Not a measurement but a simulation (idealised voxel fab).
Herein follows the process module entitled voxel air gaps.
Displayed cross-section: cut, width of 250 nm, square cells sized 5 nm.
How to read a cross-section here: the picture is a grid of square cells, written as bands going from the top down, and any band can span one or more rows of cells. It is stipulated that each band's entry specify, in nanometres, the height of the top of the band and then that of its bottom, followed by the materials of the band in left-to-right sequence, each together with its width in nanometres. A single material marked by the word "all across" is understood to fill the band from edge to edge; the word "air" is understood to denote empty space. The reference from which all heights are counted is 0, the level beneath which the as-received wafer is entirely one material; the lowest band, having no lower bound, proceeds downward and is written after the example "0..down". Quick explanation for "30->40": the width changes in equal steps down the rows of cells, from the first number in the band's top row to the second number in its bottom row. The designation "remains unaltered", where it is given for a processing step, indicates that no cell of the cross-section was altered in the course of that step. So "Enclosed void catalog" is basically the list of trapped voids: any empty space of 8 cells or more that can't reach the top through an opening. They're written width x height at distance, the distance being from the left edge, and it's all nm. The remark found on a step's line after its settings is issued by the simulator itself and pertains to that step. Regarding "overlay nm": on a step with a mask, it is the distance the mask lay to the right of its planned place; a negative value places it to the left.

## Process steps - plan
1. op RECEIVE | material Si
2. op CONFORMAL_DEP | material SiO2 | thk nm 15
3. op CONFORMAL_DEP | material SiN | thk nm 5
4. op DIRECTIONAL_DEP | material SiO2 | thk nm 40
5. op PATTERN | tone open | mask id LINES | material resist | width nm 25 | pitch nm 55 | thk nm 15 | overlay nm -15
6. op DIRECTIONAL_ETCH | etch materials SiO2 | depth nm 40
7. op STRIP | etch materials resist
8. op CONFORMAL_DEP | material TiN | thk nm 5
9. op FILL_DEP | material W | thk nm 5
10. op CMP | height nm 60
11. op EPI | material Ru | thk nm 10
12. op SELECTIVE_ETCH | etch materials SiO2 | depth nm 50
13. op CONFORMAL_DEP | material SiN | thk nm 5
Split variable: overlay nm, step 5. Plan value = first wafer. Wafers start alike.

## first wafer as received, after step 1
0..down  Si all across
Enclosed void catalog: none

## Per wafer (row), end of module: delta in cells per material since receipt, (+) for gained, (-) for lost; closed voids after that
overlay nm -15 | +54 Ru | +184 SiN | +150 SiO2 | +57 TiN | +63 W | Enclosed void catalog: 20 x 30 at 70; 20 x 30 at 125
overlay nm -10 | +54 Ru | +184 SiN | +150 SiO2 | +57 TiN | +63 W | Enclosed void catalog: 20 x 30 at 75; 20 x 30 at 130
overlay nm -5 | +54 Ru | +184 SiN | +150 SiO2 | +57 TiN | +63 W | Enclosed void catalog: 20 x 30 at 80; 20 x 30 at 135
overlay nm 0 | +54 Ru | +184 SiN | +150 SiO2 | +57 TiN | +63 W | Enclosed void catalog: 20 x 30 at 85; 20 x 30 at 140
overlay nm 5 | +54 Ru | +184 SiN | +150 SiO2 | +57 TiN | +63 W | Enclosed void catalog: 20 x 30 at 90; 20 x 30 at 145
overlay nm 10 | +54 Ru | +184 SiN | +150 SiO2 | +57 TiN | +63 W | Enclosed void catalog: 20 x 30 at 95; 20 x 30 at 150
overlay nm 15 | +54 Ru | +184 SiN | +150 SiO2 | +57 TiN | +63 W | Enclosed void catalog: 20 x 30 at 100; 20 x 30 at 155
